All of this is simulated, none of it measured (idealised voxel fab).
A process module follows: voxel self aligned vias.
Cross-section cut spans 210 nm and uses square cells 5 nm in size.
Notation: cross-section as square-cell grid; stated in bands, top first, going down; one or more cell rows per band. Top height, bottom height, nm. Materials left to right, width each, nm. Single material + "throughout" = fills band edge to edge. "blank" = empty. Heights are reckoned from 0. Under this level, the received wafer is all of one material. The bottommost band is open-ended downward, for example "0 and below". A width such as "30 to 40" changes by the same amount from each row of cells to the next, from the band's top row to its bottom row. A step reported as "identical to before" is a step in which no cell of the cross-section changed. Under "Entrapped void list" you'll find the enclosed gaps, the ones with no way out to the top, that are 8 cells or bigger; each reads width x height at distance, with distance counted from the left edge, everything in nm. Text after the settings on a step's line: the simulator's own remark on that step. If you see "overlay nm" on a step's line and that step has a mask, it's telling you how far right of where it was planned the mask ended up; a negative number means it went left instead.

# Below is the list of planned process steps
1. RECEIVE (material Si)
2. CONFORMAL_DEP (material SiO2; thk nm 10)
3. CONFORMAL_DEP (material SiCN; thk nm 5)
4. DIRECTIONAL_DEP (material SiO2; thk nm 30)
5. PATTERN (tone open; mask id LINES; material resist; width nm 20; pitch nm 65; thk nm 15; overlay nm 0)
6. DIRECTIONAL_ETCH (etch materials SiO2; depth nm 30)
7. STRIP (etch materials resist)
8. CONFORMAL_DEP (material TiN; thk nm 5)
9. FILL_DEP (material W; thk nm 5)
10. CMP (height nm 45)
11. SELECTIVE_ETCH (etch materials W Ru TiN; depth nm 5)
12. FILL_DEP (material SiN; thk nm 5)
13. CMP (height nm 45)
14. DIRECTIONAL_DEP (material SiO2; thk nm 20)
15. DIRECTIONAL_DEP (material aC; thk nm 10)
16. PATTERN (tone open; mask id VIAS; material resist; width nm 40; pitch nm 130; thk nm 30; overlay nm 0)
17. DIRECTIONAL_ETCH (etch materials aC; depth nm 10)
18. STRIP (etch materials resist)
19. DIRECTIONAL_ETCH (etch materials SiO2; depth nm 20)
20. DIRECTIONAL_ETCH (etch materials SiN; depth nm 5)
21. STRIP (etch materials aC)
22. CONFORMAL_DEP (material TiN; thk nm 5)
23. FILL_DEP (material Cu; thk nm 5)
24. CMP (height nm 65)
25. CONFORMAL_DEP (material SiCN; thk nm 5)

# Step 1 complete: cross-section of the wafer as received
> 0 and below = Si throughout
> Entrapped void list: none

# Run as planned - first of the two wafers cross-sectioned at the end of the module
> 70 down to 65 = SiCN throughout
> 65 down to 50 = SiO2: 20; TiN: 5; Cu: 30; TiN: 5; SiO2: 90; TiN: 5; Cu: 30; TiN: 5; SiO2: 20
> 50 down to 45 = SiO2: 20; TiN: 15; Cu: 10; TiN: 15; SiO2: 90; TiN: 15; Cu: 10; TiN: 15; SiO2: 20
> 45 down to 40 = SiO2: 30; TiN: 20; SiO2: 45; SiN: 20; SiO2: 45; TiN: 20; SiO2: 30
> 40 down to 20 = SiO2: 30; TiN: 5; W: 10; TiN: 5; SiO2: 45; TiN: 5; W: 10; TiN: 5; SiO2: 45; TiN: 5; W: 10; TiN: 5; SiO2: 30
> 20 down to 15 = SiO2: 30; TiN: 20; SiO2: 45; TiN: 20; SiO2: 45; TiN: 20; SiO2: 30
> 15 down to 10 = SiCN throughout
> 10 down to 0 = SiO2 throughout
> 0 and below = Si throughout
> Entrapped void list: none

# second wafer at the end: like start, like plan, one mistake
> 70 down to 65 = SiCN throughout
> 65 down to 50 = SiO2: 20; TiN: 5; Cu: 35; TiN: 5; SiO2: 85; TiN: 5; Cu: 35; TiN: 5; SiO2: 15
> 50 down to 45 = SiO2: 20; TiN: 15; Cu: 10; TiN: 20; SiO2: 85; TiN: 15; Cu: 10; TiN: 20; SiO2: 15
> 45 down to 40 = SiO2: 30; TiN: 20; SiO2: 45; SiN: 20; SiO2: 45; TiN: 20; SiO2: 30
> 40 down to 20 = SiO2: 30; TiN: 5; W: 10; TiN: 5; SiO2: 45; TiN: 5; W: 10; TiN: 5; SiO2: 45; TiN: 5; W: 10; TiN: 5; SiO2: 30
> 20 down to 15 = SiO2: 30; TiN: 20; SiO2: 45; TiN: 20; SiO2: 45; TiN: 20; SiO2: 30
> 15 down to 10 = SiCN throughout
> 10 down to 0 = SiO2 throughout
> 0 and below = Si throughout
> Entrapped void list: none
In executing the process, a mistake was made relative to the plan: the process deviated at step 16: the operation and settings actually run there were PATTERN (tone open; mask id VIAS; material resist; width nm 45; pitch nm 130; thk nm 30; overlay nm 0)
The final cell counts differ between the wafers, with the second having more or fewer of some materials than the first: +6 Cu, -8 SiO2, +2 TiN
